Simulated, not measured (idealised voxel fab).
A process module follows: voxel trench capacitor.
Cross-sectional view cut (width: 260 nm; square cell size: 5 nm).
If you're reading a cross-section in this doc, picture square cells in a grid; it comes to you as bands, top ones listed first down to the bottom, and a band can be one or more rows of cells.
Top, bottom (nm), then materials left to right with widths (nm); lone material tagged "all across" fills the whole band edge to edge; "empty" = empty space.
Ref level 0: as-received wafer is one material below here. Bottom band extends down with no lower bound ("top 0, no bottom").
Quick explanation for "30->40": the width changes in equal steps down the rows of cells, from the first number in the band's top row to the second number in its bottom row.
A step reported as "nothing changed" is a step in which no cell of the cross-section changed.
Voids not open to the top, 8 cells minimum: see "Internal closed voids". Written width x height at distance; distance is from the left edge; nm.
That trailing text on a step's line, after the settings, is the simulator's own remark on the step.
A step's line can hold "overlay nm"; with a mask on that step, the setting says how far right of the planned place the mask lay, while a negative setting says it lay to the left.
-- These are the steps we planned for the process
- 1: RECEIVE, material Si
- 2: CONFORMAL_DEP, material SiN, thk nm 5
- 3: DIRECTIONAL_DEP, material aC, thk nm 15
- 4: PATTERN, tone open, mask id TRENCH, material resist, width nm 15, pitch nm 40, thk nm 35, overlay nm 0
- 5: DIRECTIONAL_ETCH, etch materials aC, depth nm 15
- 6: STRIP, etch materials resist
- 7: DIRECTIONAL_ETCH, etch materials SiN, depth nm 5
- 8: DIRECTIONAL_ETCH, etch materials Si, depth nm 40
- 9: STRIP, etch materials aC
- 10: CONFORMAL_DEP, material Al2O3, thk nm 5
- 11: FILL_DEP, material polySi, thk nm 5
- 12: CMP, height nm 5
-- Incoming wafer, cross-sectional view, post step 1
> top 0, no bottom: Si all across
> Internal closed voids: none
-- Module complete - cross-section of the first of two wafers, run according to plan
> top 5, bottom 0: 80 of SiN, then 5 of Al2O3, then 5 of polySi, then 5 of Al2O3, then 25 of SiN, then 5 of Al2O3, then 5 of polySi, then 5 of Al2O3, then 25 of SiN, then 5 of Al2O3, then 5 of polySi, then 5 of Al2O3, then 85 of SiN
> top 0, bottom -35: 80 of Si, then 5 of Al2O3, then 5 of polySi, then 5 of Al2O3, then 25 of Si, then 5 of Al2O3, then 5 of polySi, then 5 of Al2O3, then 25 of Si, then 5 of Al2O3, then 5 of polySi, then 5 of Al2O3, then 85 of Si
> top -35, bottom -40: 80 of Si, then 15 of Al2O3, then 25 of Si, then 15 of Al2O3, then 25 of Si, then 15 of Al2O3, then 85 of Si
> top -40, no bottom: Si all across
> Internal closed voids: none
-- Cross-sectional view: second of two wafers, end of module; start and plan identical to the first, one mistake in running
> top 5, bottom 0: 75 of SiN, then 5 of Al2O3, then 15 of polySi, then 5 of Al2O3, then 15 of SiN, then 5 of Al2O3, then 15 of polySi, then 5 of Al2O3, then 15 of SiN, then 5 of Al2O3, then 15 of polySi, then 5 of Al2O3, then 80 of SiN
> top 0, bottom -35: 75 of Si, then 5 of Al2O3, then 15 of polySi, then 5 of Al2O3, then 15 of Si, then 5 of Al2O3, then 15 of polySi, then 5 of Al2O3, then 15 of Si, then 5 of Al2O3, then 15 of polySi, then 5 of Al2O3, then 80 of Si
> top -35, bottom -40: 75 of Si, then 25 of Al2O3, then 15 of Si, then 25 of Al2O3, then 15 of Si, then 25 of Al2O3, then 80 of Si
> top -40, no bottom: Si all across
> Internal closed voids: none
What broke from the plan during processing? step 4 changed vs plan, executed as PATTERN, tone open, mask id TRENCH, material resist, width nm 25, pitch nm 40, thk nm 35, overlay nm 0
Upon completion, the second wafer contains, in terms of cells, a greater or smaller amount of certain materials than the first wafer: 6 more of Al2O3 | 48 fewer of Si | 6 fewer of SiN | 48 more of polySi
